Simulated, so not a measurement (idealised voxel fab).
Process module under the name voxel wiring stack
The figure presents cross-section cut, which has a width of 290 nm and is divided into square cells with an edge length of 5 nm.
Reading order for cross-sections: top band down to bottom band. Underlying form: a grid of square cells. Band size: one or more rows of cells. Top, bottom (nm), then materials left to right with widths (nm); lone material tagged "full width" fills the whole band edge to edge; "empty" = empty space. Measure heights from 0. That's the level where, below it, the as-received wafer is all one material. The lowest band is bottomless and extends downward; write it as in "0 nm and below". You'd read "30..40" like this: the band's top row of cells is as wide as the first number, its bottom row is as wide as the second, and going down, every row changes width by the same amount as the row before did. Where the words "changes: none" appear for a step, the cross-section shows no cell changed by that step; every cell remained as before. The entry titled "Voids, fully enclosed" provides the empty spaces that have no open way to the top, restricted to those of 8 cells or more. Each is presented as width x height at distance, the distance being measured from the left edge, with all three in nm. Whatever follows a step's settings on its line is a remark the simulator itself makes about that step. overlay nm: how far to the right of its planned place the mask lay on this masked step (negative: to the left).
Below is the list of planned process steps:
- 1: RECEIVE,material Si
- 2: CONFORMAL_DEP,material SiO2,thk nm 15
- 3: DIRECTIONAL_DEP,material TiN,thk nm 5
- 4: DIRECTIONAL_DEP,material Ru,thk nm 25
- 5: DIRECTIONAL_DEP,material aC,thk nm 10
- 6: PATTERN,tone cover,mask id METAL_1,material resist,width nm 25,pitch nm 40,thk nm 30,overlay nm 0
- 7: DIRECTIONAL_ETCH,etch materials aC,depth nm 10
- 8: STRIP,etch materials resist
- 9: DIRECTIONAL_ETCH,etch materials Ru,depth nm 25
- 10: DIRECTIONAL_ETCH,etch materials TiN,depth nm 5
- 11: STRIP,etch materials aC
- 12: FILL_DEP,material lowk,thk nm 10
- 13: CMP,height nm 45
- 14: CONFORMAL_DEP,material SiCN,thk nm 5
- 15: DIRECTIONAL_DEP,material SiO2,thk nm 20
- 16: PATTERN,tone open,mask id PLUG_1,material resist,width nm 15,pitch nm 40,thk nm 20,overlay nm 0
- 17: DIRECTIONAL_ETCH,etch materials SiO2,depth nm 20
- 18: DIRECTIONAL_ETCH,etch materials SiCN,depth nm 5
- 19: STRIP,etch materials resist
- 20: EPI,material Ru,thk nm 10
- 21: EPI,material Ru,thk nm 10
- 22: EPI,material Ru,thk nm 5
- 23: DIRECTIONAL_DEP,material TiN,thk nm 5
- 24: DIRECTIONAL_DEP,material Ru,thk nm 20
- 25: DIRECTIONAL_DEP,material aC,thk nm 15
- 26: PATTERN,tone cover,mask id METAL_2,material resist,width nm 25,pitch nm 40,thk nm 30,overlay nm 0
- 27: DIRECTIONAL_ETCH,etch materials aC,depth nm 15
- 28: STRIP,etch materials resist
- 29: DIRECTIONAL_ETCH,etch materials Ru,depth nm 20
- 30: DIRECTIONAL_ETCH,etch materials TiN,depth nm 5
- 31: STRIP,etch materials aC
- 32: FILL_DEP,material lowk,thk nm 10
- 33: CMP,height nm 95
- 34: CONFORMAL_DEP,material SiCN,thk nm 5
- 35: DIRECTIONAL_DEP,material SiO2,thk nm 30
- 36: DIRECTIONAL_DEP,material aC,thk nm 10
- 37: PATTERN,tone open,mask id METAL_3,material resist,width nm 25,pitch nm 40,thk nm 25,overlay nm 0
- 38: DIRECTIONAL_ETCH,etch materials aC,depth nm 10
- 39: STRIP,etch materials resist
- 40: DIRECTIONAL_ETCH,etch materials SiO2,depth nm 15
- 41: STRIP,etch materials aC
- 42: PATTERN,tone open,mask id METAL_3_HOLES,material resist,width nm 15,thk nm 15,overlay nm 0
- 43: DIRECTIONAL_ETCH,etch materials SiO2,depth nm 15
- 44: DIRECTIONAL_ETCH,etch materials SiCN,depth nm 5
- 45: STRIP,etch materials resist
- 46: CONFORMAL_DEP,material TiN,thk nm 5
- 47: FILL_DEP,material Cu,thk nm 5
- 48: CMP,height nm 130
- 49: CONFORMAL_DEP,material SiCN,thk nm 5
- 50: DIRECTIONAL_DEP,material SiO2,thk nm 25
- 51: MASKED_ETCH,tone open,mask id METAL_4_HOLES,width nm 15,pitch nm 40,etch materials SiO2,depth nm 25,overlay nm 0
- 52: PATTERN,tone open,mask id METAL_4,material resist,width nm 25,pitch nm 40,thk nm 20,overlay nm 0
- 53: DIRECTIONAL_ETCH,etch materials SiO2,depth nm 15
- 54: DIRECTIONAL_ETCH,etch materials SiCN,depth nm 5
- 55: STRIP,etch materials resist
- 56: CONFORMAL_DEP,material TiN,thk nm 5
- 57: FILL_DEP,material Cu,thk nm 5
- 58: CMP,height nm 160
- 59: CONFORMAL_DEP,material SiCN,thk nm 5
Incoming wafer, cross-sectional view, post step 1:
  0 nm and below = Si full width
  Voids, fully enclosed: none
First of two wafers: cross-section at end of module, run per plan:
  165 nm to 160 nm = SiCN full width
  160 nm to 150 nm = SiO2=110 / TiN=5 / Cu=15 / TiN=5 / SiO2=15 / TiN=5 / Cu=15 / TiN=5 / SiO2=115
  150 nm to 145 nm = SiO2=110 / TiN=5 / Cu=5 / TiN=15 / SiO2=15 / TiN=5 / Cu=5 / TiN=15 / SiO2=115
  145 nm to 135 nm = SiO2=110 / TiN=5 / Cu=5 / TiN=5 / SiO2=25 / TiN=5 / Cu=5 / TiN=5 / SiO2=125
  135 nm to 130 nm = SiCN=110 / TiN=15 / SiCN=25 / TiN=15 / SiCN=125
  130 nm to 120 nm = SiO2=110 / TiN=5 / Cu=15 / TiN=5 / SiO2=15 / TiN=5 / Cu=15 / TiN=5 / SiO2=115
  120 nm to 115 nm = SiO2=110 / TiN=5 / Cu=5 / TiN=15 / SiO2=15 / TiN=25 / SiO2=115
  115 nm to 100 nm = SiO2=110 / TiN=5 / Cu=5 / TiN=5 / SiO2=165
  100 nm to 95 nm = SiCN=110 / TiN=15 / SiCN=165
  95 nm to 75 nm = lowk=110 / Ru=25 / lowk=15 / Ru=25 / lowk=115
  75 nm to 70 nm = lowk=110 / TiN=25 / lowk=15 / TiN=25 / lowk=115
  70 nm to 50 nm = SiO2=110 / Ru=15 / SiO2=25 / Ru=15 / SiO2=125
  50 nm to 45 nm = SiCN=110 / Ru=15 / SiCN=25 / Ru=15 / SiCN=125
  45 nm to 20 nm = lowk=110 / Ru=25 / lowk=15 / Ru=25 / lowk=115
  20 nm to 15 nm = lowk=110 / TiN=25 / lowk=15 / TiN=25 / lowk=115
  15 nm to 0 nm = SiO2 full width
  0 nm and below = Si full width
  Voids, fully enclosed: none
Wafer two (of two), end-of-module cross-section: start = wafer one, plan = wafer one, one run mistake:
  165 nm to 160 nm = SiCN full width
  160 nm to 150 nm = SiO2=110 / TiN=5 / Cu=15 / TiN=5 / SiO2=15 / TiN=5 / Cu=15 / TiN=5 / SiO2=115
  150 nm to 145 nm = SiO2=110 / TiN=5 / Cu=5 / TiN=15 / SiO2=15 / TiN=5 / Cu=5 / TiN=15 / SiO2=115
  145 nm to 135 nm = SiO2=110 / TiN=5 / Cu=5 / TiN=5 / SiO2=25 / TiN=5 / Cu=5 / TiN=5 / SiO2=125
  135 nm to 130 nm = SiCN=110 / TiN=15 / SiCN=25 / TiN=15 / SiCN=125
  130 nm to 120 nm = SiO2=110 / TiN=5 / Cu=15 / TiN=5 / SiO2=15 / TiN=5 / Cu=15 / TiN=5 / SiO2=115
  120 nm to 115 nm = SiO2=110 / TiN=5 / Cu=5 / TiN=15 / SiO2=15 / TiN=25 / SiO2=115
  115 nm to 100 nm = SiO2=110 / TiN=5 / Cu=5 / TiN=5 / SiO2=165
  100 nm to 95 nm = SiCN=110 / TiN=15 / SiCN=165
  95 nm to 80 nm = lowk=110 / Ru=25 / lowk=15 / Ru=25 / lowk=115
  80 nm to 75 nm = Ru full width
  75 nm to 70 nm = TiN=110 / Ru=15 / TiN=25 / Ru=15 / TiN=125
  70 nm to 65 nm = SiO2=110 / TiN=15 / SiO2=25 / TiN=15 / SiO2=125
  65 nm to 50 nm = SiO2=110 / Ru=15 / SiO2=25 / Ru=15 / SiO2=125
  50 nm to 45 nm = SiCN=110 / Ru=15 / SiCN=25 / Ru=15 / SiCN=125
  45 nm to 20 nm = lowk=110 / Ru=25 / lowk=15 / Ru=25 / lowk=115
  20 nm to 15 nm = lowk=110 / TiN=25 / lowk=15 / TiN=25 / lowk=115
  15 nm to 0 nm = SiO2 full width
  0 nm and below = Si full width
  Voids, fully enclosed: none
Heads up, the wafer didn't run the way we planned it: the processing plan was not followed for steps 22 and 23, which were run with their positions exchanged
In the final state, the cell counts of the second wafer exceed or fall short of those of the first for the following materials: 48 more of Ru, 48 more of TiN, 96 fewer of lowk
